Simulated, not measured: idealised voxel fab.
voxel gate over fins: a process module
Cross-sectional view cut (width: 280 nm; square cell size: 5 nm).
Bands, listed from the top down, are how a cross-section gets written in this document; the cross-section itself is a grid of square cells, and a band is one or more rows of them.
Top, bottom (nm), then materials left to right with widths (nm); lone material tagged "throughout" fills the whole band edge to edge; "air" = empty space.
A quick word on heights: they are counted from 0, and under that level the wafer as it came to us is one material throughout. The lowest band is different from the rest in having no bottom; it simply continues downward, written as in "0..down".
Top row gets the first number, bottom row gets the second, and each row in between changes by the same step: that is how a band width like "30..40" works.
Where the words "changes: none" appear for a step, the cross-section shows no cell changed by that step; every cell remained as before.
The entry titled "Enclosed cavities" provides the empty spaces that have no open way to the top, restricted to those of 8 cells or more. Each is presented as width x height at distance, the distance being measured from the left edge, with all three in nm.
Formally, on a step line, whatever follows the settings is a remark that the simulator itself makes on the step.
You can add "overlay nm" to a step's line. For a step with a mask, it describes how far the mask lay to the right of its planned position, and a negative number describes a lay to the left.
List of planned process steps:
1 RECEIVE with material Si
2 CONFORMAL_DEP with material SiN, thk nm 10
3 MASKED_ETCH with tone cover, mask id FINS, width nm 15, pitch nm 55, etch materials SiN, depth nm 10, overlay nm 0
4 MASKED_ETCH with tone cover, mask id FINS, width nm 15, pitch nm 55, etch materials Si, depth nm 40, overlay nm 0
5 FILL_DEP with material SiO2, thk nm 15
6 CMP with height nm 10
7 DIRECTIONAL_DEP with material aC, thk nm 10
8 PATTERN with tone open, mask id RAIL, material resist, width nm 15, thk nm 25, overlay nm 0
9 DIRECTIONAL_ETCH with etch materials aC, depth nm 10
10 STRIP with etch materials resist
11 DIRECTIONAL_ETCH with etch materials SiO2, depth nm 45
12 STRIP with etch materials aC
13 CONFORMAL_DEP with material TiN, thk nm 5
14 FILL_DEP with material Ru, thk nm 5
15 CMP with height nm 10
16 SELECTIVE_ETCH with etch materials W Ru TiN, depth nm 30
17 FILL_DEP with material SiO2, thk nm 5
18 CMP with height nm 10
19 SELECTIVE_ETCH with etch materials SiO2, depth nm 25
20 STRIP with etch materials SiN
21 CONFORMAL_DEP with material HfO2, thk nm 5
22 CONFORMAL_DEP with material TiN, thk nm 5
23 CONFORMAL_DEP with material TiAl, thk nm 5
24 CONFORMAL_DEP with material TiN, thk nm 5
25 FILL_DEP with material W, thk nm 15
26 CMP with height nm 30
27 CONFORMAL_DEP with material SiN, thk nm 10
First wafer, as planned:
Shown in cross-section is the wafer as received, that is, as it stands after step 1:
* 0..down = Si throughout
* Enclosed cavities: none
How the wafer stands in section after step 2:
* 10..0 = SiN throughout
* Below a height of 0, the structure has not been altered.
How the wafer stands in section after step 3:
* 10..0 = air 50 nm | SiN 15 nm | air 40 nm | SiN 15 nm | air 40 nm | SiN 15 nm | air 40 nm | SiN 15 nm | air 50 nm
* Below a height of 0, the structure has not been altered.
How the wafer stands in section after step 4:
* 10..0 = air 50 nm | SiN 15 nm | air 40 nm | SiN 15 nm | air 40 nm | SiN 15 nm | air 40 nm | SiN 15 nm | air 50 nm
* 0..-40 = air 50 nm | Si 15 nm | air 40 nm | Si 15 nm | air 40 nm | Si 15 nm | air 40 nm | Si 15 nm | air 50 nm
* Below a height of -40, the structure has not been altered.
How the wafer stands in section after step 5:
* 25..10 = SiO2 throughout
* 10..0 = SiO2 50 nm | SiN 15 nm | SiO2 40 nm | SiN 15 nm | SiO2 40 nm | SiN 15 nm | SiO2 40 nm | SiN 15 nm | SiO2 50 nm
* 0..-40 = SiO2 50 nm | Si 15 nm | SiO2 40 nm | Si 15 nm | SiO2 40 nm | Si 15 nm | SiO2 40 nm | Si 15 nm | SiO2 50 nm
* Below a height of -40, the structure has not been altered.
How the wafer stands in section after step 6:
* 10..0 = SiO2 50 nm | SiN 15 nm | SiO2 40 nm | SiN 15 nm | SiO2 40 nm | SiN 15 nm | SiO2 40 nm | SiN 15 nm | SiO2 50 nm
* Below a height of 0, the structure has not been altered.
How the wafer stands in section after step 7:
* 20..10 = aC throughout
* Below a height of 10, the structure has not been altered.
How the wafer stands in section after step 8:
* 45..20 = resist 75 nm | air 15 nm | resist 190 nm
* Below a height of 20, the structure has not been altered.
How the wafer stands in section after step 9:
* 35..20 = resist 75 nm | air 15 nm | resist 190 nm
* 20..10 = aC 75 nm | air 15 nm | aC 190 nm
* Below a height of 10, the structure has not been altered.
How the wafer stands in section after step 10:
* 20..10 = aC 75 nm | air 15 nm | aC 190 nm
* Below a height of 10, the structure has not been altered.
How the wafer stands in section after step 11:
* 20..10 = aC 75 nm | air 15 nm | aC 190 nm
* 10..0 = SiO2 50 nm | SiN 15 nm | SiO2 10 nm | air 15 nm | SiO2 15 nm | SiN 15 nm | SiO2 40 nm | SiN 15 nm | SiO2 40 nm | SiN 15 nm | SiO2 50 nm
* 0..-35 = SiO2 50 nm | Si 15 nm | SiO2 10 nm | air 15 nm | SiO2 15 nm | Si 15 nm | SiO2 40 nm | Si 15 nm | SiO2 40 nm | Si 15 nm | SiO2 50 nm
* Below a height of -35, the structure has not been altered.
How the wafer stands in section after step 12:
* 10..0 = SiO2 50 nm | SiN 15 nm | SiO2 10 nm | air 15 nm | SiO2 15 nm | SiN 15 nm | SiO2 40 nm | SiN 15 nm | SiO2 40 nm | SiN 15 nm | SiO2 50 nm
* Below a height of 0, the structure has not been altered.
How the wafer stands in section after step 13:
* 15..10 = TiN 80 nm | air 5 nm | TiN 195 nm
* 10..0 = SiO2 50 nm | SiN 15 nm | SiO2 10 nm | TiN 5 nm | air 5 nm | TiN 5 nm | SiO2 15 nm | SiN 15 nm | SiO2 40 nm | SiN 15 nm | SiO2 40 nm | SiN 15 nm | SiO2 50 nm
* 0..-30 = SiO2 50 nm | Si 15 nm | SiO2 10 nm | TiN 5 nm | air 5 nm | TiN 5 nm | SiO2 15 nm | Si 15 nm | SiO2 40 nm | Si 15 nm | SiO2 40 nm | Si 15 nm | SiO2 50 nm
* -30..-35 = SiO2 50 nm | Si 15 nm | SiO2 10 nm | TiN 15 nm | SiO2 15 nm | Si 15 nm | SiO2 40 nm | Si 15 nm | SiO2 40 nm | Si 15 nm | SiO2 50 nm
* Below a height of -35, the structure has not been altered.
How the wafer stands in section after step 14:
* 20..15 = Ru throughout
* 15..10 = TiN 80 nm | Ru 5 nm | TiN 195 nm
* 10..0 = SiO2 50 nm | SiN 15 nm | SiO2 10 nm | TiN 5 nm | Ru 5 nm | TiN 5 nm | SiO2 15 nm | SiN 15 nm | SiO2 40 nm | SiN 15 nm | SiO2 40 nm | SiN 15 nm | SiO2 50 nm
* 0..-30 = SiO2 50 nm | Si 15 nm | SiO2 10 nm | TiN 5 nm | Ru 5 nm | TiN 5 nm | SiO2 15 nm | Si 15 nm | SiO2 40 nm | Si 15 nm | SiO2 40 nm | Si 15 nm | SiO2 50 nm
* Below a height of -30, the structure has not been altered.
How the wafer stands in section after step 15:
* 10..0 = SiO2 50 nm | SiN 15 nm | SiO2 10 nm | TiN 5 nm | Ru 5 nm | TiN 5 nm | SiO2 15 nm | SiN 15 nm | SiO2 40 nm | SiN 15 nm | SiO2 40 nm | SiN 15 nm | SiO2 50 nm
* Below a height of 0, the structure has not been altered.
How the wafer stands in section after step 16:
* 10..0 = SiO2 50 nm | SiN 15 nm | SiO2 10 nm | air 15 nm | SiO2 15 nm | SiN 15 nm | SiO2 40 nm | SiN 15 nm | SiO2 40 nm | SiN 15 nm | SiO2 50 nm
* 0..-20 = SiO2 50 nm | Si 15 nm | SiO2 10 nm | air 15 nm | SiO2 15 nm | Si 15 nm | SiO2 40 nm | Si 15 nm | SiO2 40 nm | Si 15 nm | SiO2 50 nm
* Below a height of -20, the structure has not been altered.
How the wafer stands in section after step 17:
* 15..10 = SiO2 throughout
* 10..0 = SiO2 50 nm | SiN 15 nm | SiO2 40 nm | SiN 15 nm | SiO2 40 nm | SiN 15 nm | SiO2 40 nm | SiN 15 nm | SiO2 50 nm
* 0..-20 = SiO2 50 nm | Si 15 nm | SiO2 40 nm | Si 15 nm | SiO2 40 nm | Si 15 nm | SiO2 40 nm | Si 15 nm | SiO2 50 nm
* Below a height of -20, the structure has not been altered.
How the wafer stands in section after step 18:
* 10..0 = SiO2 50 nm | SiN 15 nm | SiO2 40 nm | SiN 15 nm | SiO2 40 nm | SiN 15 nm | SiO2 40 nm | SiN 15 nm | SiO2 50 nm
* Below a height of 0, the structure has not been altered.
How the wafer stands in section after step 19:
* 10..0 = air 50 nm | SiN 15 nm | air 40 nm | SiN 15 nm | air 40 nm | SiN 15 nm | air 40 nm | SiN 15 nm | air 50 nm
* 0..-15 = air 50 nm | Si 15 nm | air 40 nm | Si 15 nm | air 40 nm | Si 15 nm | air 40 nm | Si 15 nm | air 50 nm
* Below a height of -15, the structure has not been altered.
How the wafer stands in section after step 20:
* 0..-15 = air 50 nm | Si 15 nm | air 40 nm | Si 15 nm | air 40 nm | Si 15 nm | air 40 nm | Si 15 nm | air 50 nm
* Below a height of -15, the structure has not been altered.
How the wafer stands in section after step 21:
* 5..0 = air 45 nm | HfO2 25 nm | air 30 nm | HfO2 25 nm | air 30 nm | HfO2 25 nm | air 30 nm | HfO2 25 nm | air 45 nm
* 0..-10 = air 45 nm | HfO2 5 nm | Si 15 nm | HfO2 5 nm | air 30 nm | HfO2 5 nm | Si 15 nm | HfO2 5 nm | air 30 nm | HfO2 5 nm | Si 15 nm | HfO2 5 nm | air 30 nm | HfO2 5 nm | Si 15 nm | HfO2 5 nm | air 45 nm
* -10..-15 = HfO2 50 nm | Si 15 nm | HfO2 40 nm | Si 15 nm | HfO2 40 nm | Si 15 nm | HfO2 40 nm | Si 15 nm | HfO2 50 nm
* Below a height of -15, the structure has not been altered.
How the wafer stands in section after step 22:
* 10..5 = air 40 nm | TiN 35 nm | air 20 nm | TiN 35 nm | air 20 nm | TiN 35 nm | air 20 nm | TiN 35 nm | air 40 nm
* 5..0 = air 40 nm | TiN 5 nm | HfO2 25 nm | TiN 5 nm | air 20 nm | TiN 5 nm | HfO2 25 nm | TiN 5 nm | air 20 nm | TiN 5 nm | HfO2 25 nm | TiN 5 nm | air 20 nm | TiN 5 nm | HfO2 25 nm | TiN 5 nm | air 40 nm
* 0..-5 = air 40 nm | TiN 5 nm | HfO2 5 nm | Si 15 nm | HfO2 5 nm | TiN 5 nm | air 20 nm | TiN 5 nm | HfO2 5 nm | Si 15 nm | HfO2 5 nm | TiN 5 nm | air 20 nm | TiN 5 nm | HfO2 5 nm | Si 15 nm | HfO2 5 nm | TiN 5 nm | air 20 nm | TiN 5 nm | HfO2 5 nm | Si 15 nm | HfO2 5 nm | TiN 5 nm | air 40 nm
* -5..-10 = TiN 45 nm | HfO2 5 nm | Si 15 nm | HfO2 5 nm | TiN 30 nm | HfO2 5 nm | Si 15 nm | HfO2 5 nm | TiN 30 nm | HfO2 5 nm | Si 15 nm | HfO2 5 nm | TiN 30 nm | HfO2 5 nm | Si 15 nm | HfO2 5 nm | TiN 45 nm
* Below a height of -10, the structure has not been altered.
How the wafer stands in section after step 23:
* 15..10 = air 35 nm | TiAl 45 nm | air 10 nm | TiAl 45 nm | air 10 nm | TiAl 45 nm | air 10 nm | TiAl 45 nm | air 35 nm
* 10..5 = air 35 nm | TiAl 5 nm | TiN 35 nm | TiAl 5 nm | air 10 nm | TiAl 5 nm | TiN 35 nm | TiAl 5 nm | air 10 nm | TiAl 5 nm | TiN 35 nm | TiAl 5 nm | air 10 nm | TiAl 5 nm | TiN 35 nm | TiAl 5 nm | air 35 nm
* 5..0 = air 35 nm | TiAl 5 nm | TiN 5 nm | HfO2 25 nm | TiN 5 nm | TiAl 5 nm | air 10 nm | TiAl 5 nm | TiN 5 nm | HfO2 25 nm | TiN 5 nm | TiAl 5 nm | air 10 nm | TiAl 5 nm | TiN 5 nm | HfO2 25 nm | TiN 5 nm | TiAl 5 nm | air 10 nm | TiAl 5 nm | TiN 5 nm | HfO2 25 nm | TiN 5 nm | TiAl 5 nm | air 35 nm
* 0..-5 = TiAl 40 nm | TiN 5 nm | HfO2 5 nm | Si 15 nm | HfO2 5 nm | TiN 5 nm | TiAl 20 nm | TiN 5 nm | HfO2 5 nm | Si 15 nm | HfO2 5 nm | TiN 5 nm | TiAl 20 nm | TiN 5 nm | HfO2 5 nm | Si 15 nm | HfO2 5 nm | TiN 5 nm | TiAl 20 nm | TiN 5 nm | HfO2 5 nm | Si 15 nm | HfO2 5 nm | TiN 5 nm | TiAl 40 nm
* Below a height of -5, the structure has not been altered.
How the wafer stands in section after step 24:
* 20..15 = air 30 nm | TiN 220 nm | air 30 nm
* 15..10 = air 30 nm | TiN 5 nm | TiAl 45 nm | TiN 10 nm | TiAl 45 nm | TiN 10 nm | TiAl 45 nm | TiN 10 nm | TiAl 45 nm | TiN 5 nm | air 30 nm
* 10..5 = air 30 nm | TiN 5 nm | TiAl 5 nm | TiN 35 nm | TiAl 5 nm | TiN 10 nm | TiAl 5 nm | TiN 35 nm | TiAl 5 nm | TiN 10 nm | TiAl 5 nm | TiN 35 nm | TiAl 5 nm | TiN 10 nm | TiAl 5 nm | TiN 35 nm | TiAl 5 nm | TiN 5 nm | air 30 nm
* 5..0 = TiN 35 nm | TiAl 5 nm | TiN 5 nm | HfO2 25 nm | TiN 5 nm | TiAl 5 nm | TiN 10 nm | TiAl 5 nm | TiN 5 nm | HfO2 25 nm | TiN 5 nm | TiAl 5 nm | TiN 10 nm | TiAl 5 nm | TiN 5 nm | HfO2 25 nm | TiN 5 nm | TiAl 5 nm | TiN 10 nm | TiAl 5 nm | TiN 5 nm | HfO2 25 nm | TiN 5 nm | TiAl 5 nm | TiN 35 nm
* Below a height of 0, the structure has not been altered.
How the wafer stands in section after step 25:
* 35..20 = W throughout
* 20..15 = W 30 nm | TiN 220 nm | W 30 nm
* 15..10 = W 30 nm | TiN 5 nm | TiAl 45 nm | TiN 10 nm | TiAl 45 nm | TiN 10 nm | TiAl 45 nm | TiN 10 nm | TiAl 45 nm | TiN 5 nm | W 30 nm
* 10..5 = W 30 nm | TiN 5 nm | TiAl 5 nm | TiN 35 nm | TiAl 5 nm | TiN 10 nm | TiAl 5 nm | TiN 35 nm | TiAl 5 nm | TiN 10 nm | TiAl 5 nm | TiN 35 nm | TiAl 5 nm | TiN 10 nm | TiAl 5 nm | TiN 35 nm | TiAl 5 nm | TiN 5 nm | W 30 nm
* Below a height of 5, the structure has not been altered.
How the wafer stands in section after step 26:
* 30..20 = W throughout
* Below a height of 20, the structure has not been altered.
How the wafer stands in section after step 27:
* 40..30 = SiN throughout
* Below a height of 30, the structure has not been altered.
Wafer two of two - same starting point, same process plan, one mistake in execution; matches wafer one up to and including step 22:
Cross-section of the second wafer at the time step 23 of the plan should have ended: changes: none
Cross-section of the second wafer at the time step 24 of the plan should have ended:
* 15..5 = air 35 nm | TiN 45 nm | air 10 nm | TiN 45 nm | air 10 nm | TiN 45 nm | air 10 nm | TiN 45 nm | air 35 nm
* 5..0 = air 35 nm | TiN 10 nm | HfO2 25 nm | TiN 10 nm | air 10 nm | TiN 10 nm | HfO2 25 nm | TiN 10 nm | air 10 nm | TiN 10 nm | HfO2 25 nm | TiN 10 nm | air 10 nm | TiN 10 nm | HfO2 25 nm | TiN 10 nm | air 35 nm
* 0..-10 = TiN 45 nm | HfO2 5 nm | Si 15 nm | HfO2 5 nm | TiN 30 nm | HfO2 5 nm | Si 15 nm | HfO2 5 nm | TiN 30 nm | HfO2 5 nm | Si 15 nm | HfO2 5 nm | TiN 30 nm | HfO2 5 nm | Si 15 nm | HfO2 5 nm | TiN 45 nm
* Below a height of -10, the structure has not been altered.
Cross-section of the second wafer at the time step 25 of the plan should have ended:
* 30..15 = W throughout
* 15..5 = W 35 nm | TiN 45 nm | W 10 nm | TiN 45 nm | W 10 nm | TiN 45 nm | W 10 nm | TiN 45 nm | W 35 nm
* 5..0 = W 35 nm | TiN 10 nm | HfO2 25 nm | TiN 10 nm | W 10 nm | TiN 10 nm | HfO2 25 nm | TiN 10 nm | W 10 nm | TiN 10 nm | HfO2 25 nm | TiN 10 nm | W 10 nm | TiN 10 nm | HfO2 25 nm | TiN 10 nm | W 35 nm
* Below a height of 0, the structure has not been altered.
Cross-section of the second wafer at the time step 26 of the plan should have ended: changes: none
Cross-section of the second wafer at the time step 27 of the plan should have ended:
* 40..30 = SiN throughout
* Below a height of 30, the structure has not been altered.
Deviation noted in wafer processing: no execution of plan step 23; skipped
Materials where the second wafer ends with more or fewer cells than the first: 80 fewer of TiAl, 80 more of W
